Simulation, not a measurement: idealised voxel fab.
The process module presented herein is designated voxel plated lines.
It is cross-section cut that appears here, measuring 260 nm in width, its square cells being 5 nm in size.
Each cross-section below is a grid of square cells, stated as bands in top-down order, with one or more rows of cells making up each band.
The entry gives the band's vertical extent as a top height and a bottom height in nm, then its horizontal make-up as materials from left to right, each with a width in nm. "air" stands for empty space; a single material marked "everywhere" fills the band edge to edge.
Height 0 is the level under which the wafer as received is all one material. The lowest band goes on downwards, as in "top 0, no bottom".
The width entry "30->40" should be interpreted row by row: the top row of cells in the band takes the first number, the bottom row takes the second number, and the change between adjacent rows is uniform throughout.
"remained the same" means the step left every cell of the cross-section as it was.
Empty spaces counting at least 8 cells and having no open way to the top are listed in "Voids, fully enclosed". The notation width x height at distance is used for each, the distance being from the left edge and all three values in nm.
On a step's line, text after the settings is the simulator commenting on that step.
A step's line can hold "overlay nm"; with a mask on that step, the setting says how far right of the planned place the mask lay, while a negative setting says it lay to the left.
**These are the steps we planned for the process**
1) RECEIVE (material Si)
2) CONFORMAL_DEP (material SiO2; thk nm 10)
3) DIRECTIONAL_DEP (material TiN; thk nm 5)
4) PATTERN (tone open; mask id LINES; material resist; width nm 20; pitch nm 35; thk nm 35; overlay nm 0)
5) EPI (material Ru; thk nm 10)
6) EPI (material Ru; thk nm 5)
7) EPI (material Ru; thk nm 5)
8) STRIP (etch materials resist)
9) DIRECTIONAL_ETCH (etch materials TiN; depth nm 5)
10) CONFORMAL_DEP (material SiN; thk nm 5)
**First of two wafers, processed according to plan**
**Cross-section of the wafer as it came to us, i.e., already through step 1**
	top 0, no bottom = Si everywhere
	Voids, fully enclosed: none
**The wafer, seen in cross-section, after step 2**
	top 10, bottom 0 = SiO2 everywhere
	Below 0 it's all the same as before, nothing changed down there.
**The wafer, seen in cross-section, after step 3**
	top 15, bottom 10 = TiN everywhere
	Below 10 it's all the same as before, nothing changed down there.
**The wafer, seen in cross-section, after step 4**
	top 50, bottom 15 = resist 85, air 20, resist 15, air 20, resist 15, air 20, resist 85
	Below 15 it's all the same as before, nothing changed down there.
**The wafer, seen in cross-section, after step 5**
	top 50, bottom 25 = resist 85, air 20, resist 15, air 20, resist 15, air 20, resist 85
	top 25, bottom 15 = resist 85, Ru 20, resist 15, Ru 20, resist 15, Ru 20, resist 85
	Below 15 it's all the same as before, nothing changed down there.
**The wafer, seen in cross-section, after step 6**
	top 50, bottom 30 = resist 85, air 20, resist 15, air 20, resist 15, air 20, resist 85
	top 30, bottom 15 = resist 85, Ru 20, resist 15, Ru 20, resist 15, Ru 20, resist 85
	Below 15 it's all the same as before, nothing changed down there.
**The wafer, seen in cross-section, after step 7**
	top 50, bottom 35 = resist 85, air 20, resist 15, air 20, resist 15, air 20, resist 85
	top 35, bottom 15 = resist 85, Ru 20, resist 15, Ru 20, resist 15, Ru 20, resist 85
	Below 15 it's all the same as before, nothing changed down there.
**The wafer, seen in cross-section, after step 8**
	top 35, bottom 15 = air 85, Ru 20, air 15, Ru 20, air 15, Ru 20, air 85
	Below 15 it's all the same as before, nothing changed down there.
**The wafer, seen in cross-section, after step 9**
	top 35, bottom 15 = air 85, Ru 20, air 15, Ru 20, air 15, Ru 20, air 85
	top 15, bottom 10 = air 85, TiN 20, air 15, TiN 20, air 15, TiN 20, air 85
	Below 10 it's all the same as before, nothing changed down there.
**The wafer, seen in cross-section, after step 10**
	top 40, bottom 35 = air 80, SiN 30, air 5, SiN 30, air 5, SiN 30, air 80
	top 35, bottom 15 = air 80, SiN 5, Ru 20, SiN 5, air 5, SiN 5, Ru 20, SiN 5, air 5, SiN 5, Ru 20, SiN 5, air 80
	top 15, bottom 10 = SiN 85, TiN 20, SiN 15, TiN 20, SiN 15, TiN 20, SiN 85
	Below 10 it's all the same as before, nothing changed down there.
**The Second Wafer: Common Origin and Plan, One Mistake in Execution, Identical to the First Through Step 1**
Second wafer, section view, time point: scheduled end of step 2: remained the same
**Second wafer, section view, time point: scheduled end of step 3**
	top 5, bottom 0 = TiN everywhere
	Below 0 it's all the same as before, nothing changed down there.
**Second wafer, section view, time point: scheduled end of step 4**
	top 40, bottom 5 = resist 85, air 20, resist 15, air 20, resist 15, air 20, resist 85
	Below 5 it's all the same as before, nothing changed down there.
**Second wafer, section view, time point: scheduled end of step 5**
	top 40, bottom 15 = resist 85, air 20, resist 15, air 20, resist 15, air 20, resist 85
	top 15, bottom 5 = resist 85, Ru 20, resist 15, Ru 20, resist 15, Ru 20, resist 85
	Below 5 it's all the same as before, nothing changed down there.
**Second wafer, section view, time point: scheduled end of step 6**
	top 40, bottom 20 = resist 85, air 20, resist 15, air 20, resist 15, air 20, resist 85
	top 20, bottom 5 = resist 85, Ru 20, resist 15, Ru 20, resist 15, Ru 20, resist 85
	Below 5 it's all the same as before, nothing changed down there.
**Second wafer, section view, time point: scheduled end of step 7**
	top 40, bottom 25 = resist 85, air 20, resist 15, air 20, resist 15, air 20, resist 85
	top 25, bottom 5 = resist 85, Ru 20, resist 15, Ru 20, resist 15, Ru 20, resist 85
	Below 5 it's all the same as before, nothing changed down there.
**Second wafer, section view, time point: scheduled end of step 8**
	top 25, bottom 5 = air 85, Ru 20, air 15, Ru 20, air 15, Ru 20, air 85
	Below 5 it's all the same as before, nothing changed down there.
**Second wafer, section view, time point: scheduled end of step 9**
	top 25, bottom 5 = air 85, Ru 20, air 15, Ru 20, air 15, Ru 20, air 85
	top 5, bottom 0 = air 85, TiN 20, air 15, TiN 20, air 15, TiN 20, air 85
	Below 0 it's all the same as before, nothing changed down there.
**Second wafer, section view, time point: scheduled end of step 10**
	top 30, bottom 25 = air 80, SiN 30, air 5, SiN 30, air 5, SiN 30, air 80
	top 25, bottom 5 = air 80, SiN 5, Ru 20, SiN 5, air 5, SiN 5, Ru 20, SiN 5, air 5, SiN 5, Ru 20, SiN 5, air 80
	top 5, bottom 0 = SiN 85, TiN 20, SiN 15, TiN 20, SiN 15, TiN 20, SiN 85
	Below 0 it's all the same as before, nothing changed down there.
Want to know what went wrong? step 2 of the plan was bypassed and not carried out
Final cells, second wafer relative to first, materials higher or lower: SiO2: 104 fewer
